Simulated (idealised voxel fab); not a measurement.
process module | voxel transistor to metal
cross-section cut | 170 nm wide | cells 5 nm
A cross-section is a grid of square cells, given in bands from the top down. A band is one or more rows of cells.
Each band's line starts with the height of the band's top and of its bottom, in nm. Then come its materials from left to right, each with its width in nm. One material with "throughout" fills the band from edge to edge. "air" is empty space.
Height 0 is the level under which the wafer as received is all one material. The lowest band goes on downwards, as in "0 down".
A width such as "30 to 40" changes by the same amount from each row of cells to the next, from the band's top row to its bottom row.
"no change" after a step means that no cell of the cross-section changed.
closed voids: empty space of 8 cells or more with no open way to the top, each as width x height at its distance from the left edge, in nm
after a step's settings: what the simulator itself notes on the step
overlay nm, on a step with a mask: how far to the right of its planned place the mask lay; to the left if negative
plan
1 op RECEIVE | material Si
2 op OXIDIZE | depth nm 5
3 op CONFORMAL_DEP | material SiN | thk nm 15
4 op PATTERN | tone cover | mask id ACTIVE | material resist | width nm 100 | thk nm 15 | overlay nm 0
5 op DIRECTIONAL_ETCH | etch materials SiN | depth nm 15
6 op DIRECTIONAL_ETCH | etch materials SiO2 | depth nm 5
7 op DIRECTIONAL_ETCH | etch materials Si | depth nm 25
8 op STRIP | etch materials resist
9 op OXIDIZE | depth nm 5
10 op FILL_DEP | material SiO2 | thk nm 5
11 op CMP | height nm 15
12 op SELECTIVE_ETCH | etch materials SiO2 | depth nm 5
13 op STRIP | etch materials SiN
14 op SELECTIVE_ETCH | etch materials SiO2 | depth nm 5
15 op OXIDIZE | depth nm 5
16 op DIRECTIONAL_DEP | material polySi | thk nm 30
17 op DIRECTIONAL_DEP | material SiCN | thk nm 10
18 op PATTERN | tone cover | mask id GATE | material resist | width nm 20 | thk nm 15 | overlay nm -15
19 op DIRECTIONAL_ETCH | etch materials SiCN | depth nm 20
20 op DIRECTIONAL_ETCH | etch materials polySi | depth nm 40
21 op STRIP | etch materials resist
22 op CONFORMAL_DEP | material SiO2 | thk nm 5
23 op DIRECTIONAL_ETCH | etch materials SiO2 | depth nm 5
24 op CONFORMAL_DEP | material SiN | thk nm 5
25 op DIRECTIONAL_ETCH | etch materials SiN | depth nm 5
26 op DIRECTIONAL_ETCH | etch materials SiO2 | depth nm 5
27 op DIRECTIONAL_ETCH | etch materials Si | depth nm 5
28 op EPI | material pSi | thk nm 5
29 op FILL_DEP | material SiO2 | thk nm 10
30 op CMP | height nm 35
31 op DIRECTIONAL_DEP | material SiO2 | thk nm 15
32 op MASKED_ETCH | tone open | mask id CONTACT | width nm 30 | pitch nm 60 | etch materials SiO2 | depth nm 60 | overlay nm 0
33 op CONFORMAL_DEP | material TiN | thk nm 5
34 op FILL_DEP | material W | thk nm 5
35 op CMP | height nm 50
36 op CONFORMAL_DEP | material SiN | thk nm 5
37 op DIRECTIONAL_DEP | material SiO2 | thk nm 15
38 op DIRECTIONAL_DEP | material aC | thk nm 15
39 op PATTERN | tone open | mask id METAL_1 | material resist | width nm 20 | pitch nm 70 | thk nm 30 | overlay nm 0
40 op DIRECTIONAL_ETCH | etch materials aC | depth nm 15
41 op STRIP | etch materials resist
42 op DIRECTIONAL_ETCH | etch materials SiO2 | depth nm 15
43 op DIRECTIONAL_ETCH | etch materials SiN | depth nm 5
44 op STRIP | etch materials aC
45 op CONFORMAL_DEP | material TiN | thk nm 5
46 op FILL_DEP | material Cu | thk nm 5
47 op CMP | height nm 70
48 op CONFORMAL_DEP | material SiN | thk nm 5
varied across the wafers: overlay nm of step 18. The plan shows the first wafer's value. All wafers start alike
first wafer as received, after step 1
  0 down: Si throughout
  closed voids: none
first wafer at the end, after step 48
  75 to 70: SiN throughout
  70 to 55: SiO2 40 | TiN 5 | Cu 10 | TiN 5 | SiO2 50 | TiN 5 | Cu 10 | TiN 5 | SiO2 40
  55 to 50: SiN 40 | TiN 20 | SiN 50 | TiN 20 | SiN 40
  50 to 40: SiO2 40 | TiN 5 | W 20 | TiN 5 | SiO2 30 | TiN 5 | W 20 | TiN 5 | SiO2 40
  40 to 35: SiO2 40 | TiN 30 | SiO2 30 | TiN 5 | W 20 | TiN 5 | SiO2 40
  35 to 25: SiO2 40 | TiN 10 | SiN 5 | TiN 5 | SiCN 20 | SiO2 5 | SiN 5 | SiO2 10 | TiN 5 | W 20 | TiN 5 | SiO2 40
  25 to 5: SiO2 40 | TiN 10 | SiN 5 | TiN 5 | polySi 20 | SiO2 5 | SiN 5 | SiO2 10 | TiN 5 | W 20 | TiN 5 | SiO2 40
  5 to -5: SiO2 35 | SiN 5 | TiN 10 | SiN 5 | TiN 5 | polySi 20 | SiO2 5 | SiN 5 | SiO2 10 | TiN 5 | W 20 | TiN 5 | SiN 5 | SiO2 35
  -5 to -10: SiO2 40 | TiN 5 | pSi 5 | SiO2 5 | TiN 5 | SiO2 30 | pSi 5 | SiO2 5 | TiN 30 | SiO2 40
  -10 to -15: SiO2 40 | pSi 10 | Si 40 | pSi 40 | SiO2 40
  -15 to -35: SiO2 40 | Si 90 | SiO2 40
  -35 down: Si throughout
  closed voids: none
last wafer at the end
  75 to 70: SiN throughout
  70 to 55: SiO2 40 | TiN 5 | Cu 10 | TiN 5 | SiO2 50 | TiN 5 | Cu 10 | TiN 5 | SiO2 40
  55 to 50: SiN 40 | TiN 20 | SiN 50 | TiN 20 | SiN 40
  50 to 40: SiO2 40 | TiN 5 | W 20 | TiN 5 | SiO2 30 | TiN 5 | W 20 | TiN 5 | SiO2 40
  40 to 35: SiO2 40 | TiN 5 | W 20 | TiN 5 | SiO2 30 | TiN 30 | SiO2 40
  35 to 25: SiO2 40 | TiN 5 | W 20 | TiN 5 | SiO2 10 | SiN 5 | SiO2 5 | SiCN 20 | TiN 5 | SiN 5 | TiN 10 | SiO2 40
  25 to 5: SiO2 40 | TiN 5 | W 20 | TiN 5 | SiO2 10 | SiN 5 | SiO2 5 | polySi 20 | TiN 5 | SiN 5 | TiN 10 | SiO2 40
  5 to -5: SiO2 35 | SiN 5 | TiN 5 | W 20 | TiN 5 | SiO2 10 | SiN 5 | SiO2 5 | polySi 20 | TiN 5 | SiN 5 | TiN 10 | SiN 5 | SiO2 35
  -5 to -10: SiO2 40 | TiN 30 | SiO2 5 | pSi 5 | SiO2 30 | TiN 5 | SiO2 5 | pSi 5 | TiN 5 | SiO2 40
  -10 to -15: SiO2 40 | pSi 40 | Si 40 | pSi 10 | SiO2 40
  -15 to -35: SiO2 40 | Si 90 | SiO2 40
  -35 down: Si throughout
  closed voids: none
each wafer at the end: cells of each material gained (+) or lost (-) since it was received, then its closed voids
overlay nm -15 | +12 Cu | -158 Si | +8 SiCN | +80 SiN | +396 SiO2 | +84 TiN | +52 W | +12 pSi | +24 polySi | closed voids: none
overlay nm -10 | +12 Cu | -158 Si | +8 SiCN | +80 SiN | +387 SiO2 | +85 TiN | +60 W | +12 pSi | +24 polySi | closed voids: none
overlay nm -5 | +12 Cu | -158 Si | +8 SiCN | +80 SiN | +379 SiO2 | +85 TiN | +68 W | +12 pSi | +24 polySi | closed voids: none
overlay nm 0 | +12 Cu | -158 Si | +8 SiCN | +80 SiN | +388 SiO2 | +76 TiN | +68 W | +12 pSi | +24 polySi | closed voids: none
overlay nm 5 | +12 Cu | -158 Si | +8 SiCN | +80 SiN | +379 SiO2 | +85 TiN | +68 W | +12 pSi | +24 polySi | closed voids: none
overlay nm 10 | +12 Cu | -158 Si | +8 SiCN | +80 SiN | +387 SiO2 | +85 TiN | +60 W | +12 pSi | +24 polySi | closed voids: none
overlay nm 15 | +12 Cu | -158 Si | +8 SiCN | +80 SiN | +396 SiO2 | +84 TiN | +52 W | +12 pSi | +24 polySi | closed voids: none
